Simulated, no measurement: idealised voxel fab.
Title: Process Module voxel spacer lines
Square cell edge 5 nm, section width 155 nm, ID cut.
Cross-section format: a grid of square cells, given as bands from top to bottom; each band is one or more rows of cells. A band entry consists of two parts. The first gives the height of the band's top and the height of its bottom, in nm. The rest lists the band's materials from left to right, each with its width in nm. A single material labelled with the word "full width" fills the band from edge to edge, and the word "air" marks empty space. Height is counted from the level 0, under which the received wafer is composed throughout of one material. The lowest of the bands is not closed at the bottom but continues downward, in the notation "0..down". Per-row width for "30->40": begins at first number (top row of band), ends at second number (bottom row), increment between rows held constant. It should be understood that the words "remained unchanged", when stated for a given step, signify that the cross-section underwent no change in any of its cells during that step. Any empty space of 8 cells or more lacking an open way to the top shows up in "Unvented voids" as width x height at distance, distance from the left edge, in nm. Past the settings on a step's line: simulator remark, on that step. Steps that use a mask can have "overlay nm" on their line. It says how far the mask sat to the right of where it was meant to be. Negative means to the left.
THE FOLLOWING LIST GIVES THE PLANNED PROCESS STEPS
1 RECEIVE [material Si]
2 CONFORMAL_DEP [material Al2O3] [thk nm 5]
3 DIRECTIONAL_DEP [material SiN] [thk nm 10]
4 DIRECTIONAL_DEP [material polySi] [thk nm 20]
5 PATTERN [tone cover] [mask id MANDREL] [material resist] [width nm 25] [pitch nm 70] [thk nm 25] [overlay nm 0]
6 DIRECTIONAL_ETCH [etch materials polySi] [depth nm 20]
7 STRIP [etch materials resist]
8 CONFORMAL_DEP [material SiO2] [thk nm 10]
9 DIRECTIONAL_ETCH [etch materials SiO2] [depth nm 10]
10 STRIP [etch materials polySi]
11 DIRECTIONAL_ETCH [etch materials SiN] [depth nm 10]
12 STRIP [etch materials SiO2]
ACCOUNT OF THE FIRST OF TWO WAFERS, WHICH WAS PROCESSED AS INTENDED
INCOMING WAFER IN CROSS-SECTION (STATE: AFTER STEP 1)
	0..down  Si full width
	Unvented voids: none
ONCE STEP 2 IS THROUGH, THE WAFER LOOKS LIKE THIS IN CROSS-SECTION
	5..0  Al2O3 full width
	Below 0, the layers are the same as they were.
ONCE STEP 3 IS THROUGH, THE WAFER LOOKS LIKE THIS IN CROSS-SECTION
	15..5  SiN full width
	Below 5, the layers are the same as they were.
ONCE STEP 4 IS THROUGH, THE WAFER LOOKS LIKE THIS IN CROSS-SECTION
	35..15  polySi full width
	Below 15, the layers are the same as they were.
ONCE STEP 5 IS THROUGH, THE WAFER LOOKS LIKE THIS IN CROSS-SECTION
	60..35  30 air | 25 resist | 45 air | 25 resist | 30 air
	Below 35, the layers are the same as they were.
ONCE STEP 6 IS THROUGH, THE WAFER LOOKS LIKE THIS IN CROSS-SECTION
	60..35  30 air | 25 resist | 45 air | 25 resist | 30 air
	35..15  30 air | 25 polySi | 45 air | 25 polySi | 30 air
	Below 15, the layers are the same as they were.
ONCE STEP 7 IS THROUGH, THE WAFER LOOKS LIKE THIS IN CROSS-SECTION
	35..15  30 air | 25 polySi | 45 air | 25 polySi | 30 air
	Below 15, the layers are the same as they were.
ONCE STEP 8 IS THROUGH, THE WAFER LOOKS LIKE THIS IN CROSS-SECTION
	45..35  20 air | 45 SiO2 | 25 air | 45 SiO2 | 20 air
	35..25  20 air | 10 SiO2 | 25 polySi | 10 SiO2 | 25 air | 10 SiO2 | 25 polySi | 10 SiO2 | 20 air
	25..15  30 SiO2 | 25 polySi | 45 SiO2 | 25 polySi | 30 SiO2
	Below 15, the layers are the same as they were.
ONCE STEP 9 IS THROUGH, THE WAFER LOOKS LIKE THIS IN CROSS-SECTION
	35..15  20 air | 10 SiO2 | 25 polySi | 10 SiO2 | 25 air | 10 SiO2 | 25 polySi | 10 SiO2 | 20 air
	Below 15, the layers are the same as they were.
ONCE STEP 10 IS THROUGH, THE WAFER LOOKS LIKE THIS IN CROSS-SECTION
	35..15  20 air | 10 SiO2 | 25 air | 10 SiO2 | 25 air | 10 SiO2 | 25 air | 10 SiO2 | 20 air
	Below 15, the layers are the same as they were.
ONCE STEP 11 IS THROUGH, THE WAFER LOOKS LIKE THIS IN CROSS-SECTION
	35..15  20 air | 10 SiO2 | 25 air | 10 SiO2 | 25 air | 10 SiO2 | 25 air | 10 SiO2 | 20 air
	15..5  20 air | 10 SiN | 25 air | 10 SiN | 25 air | 10 SiN | 25 air | 10 SiN | 20 air
	Below 5, the layers are the same as they were.
ONCE STEP 12 IS THROUGH, THE WAFER LOOKS LIKE THIS IN CROSS-SECTION
	15..5  20 air | 10 SiN | 25 air | 10 SiN | 25 air | 10 SiN | 25 air | 10 SiN | 20 air
	Below 5, the layers are the same as they were.
SECOND WAFER, SAME STARTING STATE AND PLAN AS THE FIRST, ONE MISTAKE IN THE RUN, IDENTICAL THROUGH STEP 7
SECOND WAFER, SECTION VIEW, TIME POINT: SCHEDULED END OF STEP 8
	45..35  20 air | 45 Al2O3 | 25 air | 45 Al2O3 | 20 air
	35..25  20 air | 10 Al2O3 | 25 polySi | 10 Al2O3 | 25 air | 10 Al2O3 | 25 polySi | 10 Al2O3 | 20 air
	25..15  30 Al2O3 | 25 polySi | 45 Al2O3 | 25 polySi | 30 Al2O3
	Below 15, the layers are the same as they were.
Second wafer, section view, time point: scheduled end of step 9: remained unchanged
Second wafer, section view, time point: scheduled end of step 10: remained unchanged
Second wafer, section view, time point: scheduled end of step 11: remained unchanged
Second wafer, section view, time point: scheduled end of step 12: remained unchanged
Short version of what went wrong: step 8 ran as: CONFORMAL_DEP [material Al2O3] [thk nm 10]
Final comparison by cell count, materials where the second wafer has more or fewer than the first: 94 more of Al2O3 | 46 more of SiN | 40 more of polySi
